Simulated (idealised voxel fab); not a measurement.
You're looking at the process module voxel released beams.
Pictured: cross-section cut, 250 nm wide, on a grid of 5 nm square cells.
This document writes a cross-section as a grid whose cells are square, and gives it as bands, listed from the top down; one or more rows of cells form a band. The entry gives the band's vertical extent as a top height and a bottom height in nm, then its horizontal make-up as materials from left to right, each with a width in nm. "air" stands for empty space; a single material marked "all across" fills the band edge to edge. We count height from 0. Below that, the starting wafer is all one material. The lowest band never ends at the bottom but goes on down; see "top 0, no bottom" for how that is written. Width: "30..40" (first number = top row, second number = bottom row, same change from row to row of cells). "same as before" -> step changed no cross-section cell. "closed voids" contains a list of empty spaces, each no smaller than 8 cells and without an open way to the top, written in the form width x height at distance with the distance from the left edge and all three in nm. after a step's settings: what the simulator itself notes on the step. The "overlay nm" setting may appear on a step's line; for a step that uses a mask, it gives how far to the right of its planned position the mask lay, and a negative value indicates the left.

Planned step list for the process
1. RECEIVE,material Si
2. CONFORMAL_DEP,material SiN,thk nm 5
3. DIRECTIONAL_DEP,material SiO2,thk nm 20
4. PATTERN,tone open,mask id ANCHOR,material resist,width nm 45,thk nm 15,overlay nm 0
5. DIRECTIONAL_ETCH,etch materials SiO2,depth nm 20
6. STRIP,etch materials resist
7. CONFORMAL_DEP,material TiN,thk nm 15
8. MASKED_ETCH,tone cover,mask id BEAM,width nm 130,etch materials TiN,depth nm 15,overlay nm 0
9. STRIP,etch materials SiO2

Account of the first of two wafers, which was processed as intended

Wafer at receipt (post step 1), cross-section
- top 0, no bottom  Si all across
- closed voids: none

Wafer after step 2 (cross-section)
- top 5, bottom 0  SiN all across
- Everything under 0 stays put, no change at all.

Wafer after step 3 (cross-section)
- top 25, bottom 5  SiO2 all across
- Everything under 5 stays put, no change at all.

Wafer after step 4 (cross-section)
- top 40, bottom 25  60 of resist, then 45 of air, then 145 of resist
- Everything under 25 stays put, no change at all.

Wafer after step 5 (cross-section)
- top 40, bottom 25  60 of resist, then 45 of air, then 145 of resist
- top 25, bottom 5  60 of SiO2, then 45 of air, then 145 of SiO2
- Everything under 5 stays put, no change at all.

Wafer after step 6 (cross-section)
- top 25, bottom 5  60 of SiO2, then 45 of air, then 145 of SiO2
- Everything under 5 stays put, no change at all.

Wafer after step 7 (cross-section)
- top 40, bottom 25  75 of TiN, then 15 of air, then 160 of TiN
- top 25, bottom 20  60 of SiO2, then 15 of TiN, then 15 of air, then 15 of TiN, then 145 of SiO2
- top 20, bottom 5  60 of SiO2, then 45 of TiN, then 145 of SiO2
- Everything under 5 stays put, no change at all.

Wafer after step 8 (cross-section)
- top 40, bottom 25  55 of air, then 20 of TiN, then 15 of air, then 95 of TiN, then 65 of air
- Everything under 25 stays put, no change at all.

Wafer after step 9 (cross-section)
- top 40, bottom 25  55 of air, then 20 of TiN, then 15 of air, then 95 of TiN, then 65 of air
- top 25, bottom 20  60 of air, then 15 of TiN, then 15 of air, then 15 of TiN, then 145 of air
- top 20, bottom 5  60 of air, then 45 of TiN, then 145 of air
- Everything under 5 stays put, no change at all.

Wafer two. Same start, same plan, one slip in execution. Same as wafer one through step 6, inclusive

Second wafer shown in cross-section at the time step 7 was slated to end
- top 45, bottom 25  80 of TiN, then 5 of air, then 165 of TiN
- top 25, bottom 5  60 of SiO2, then 45 of TiN, then 145 of SiO2
- Everything under 5 stays put, no change at all.

Second wafer shown in cross-section at the time step 8 was slated to end
- top 45, bottom 30  55 of air, then 25 of TiN, then 5 of air, then 100 of TiN, then 65 of air
- Everything under 30 stays put, no change at all.

Second wafer shown in cross-section at the time step 9 was slated to end: same as before
Heads up, the wafer didn't run the way we planned it: note that step 7 departed from the planned setting and was carried out as CONFORMAL_DEP,material TiN,thk nm 20
Wafer comparison, final, in cells, second relative to first, materials more or fewer: SiO2 +164; TiN +58
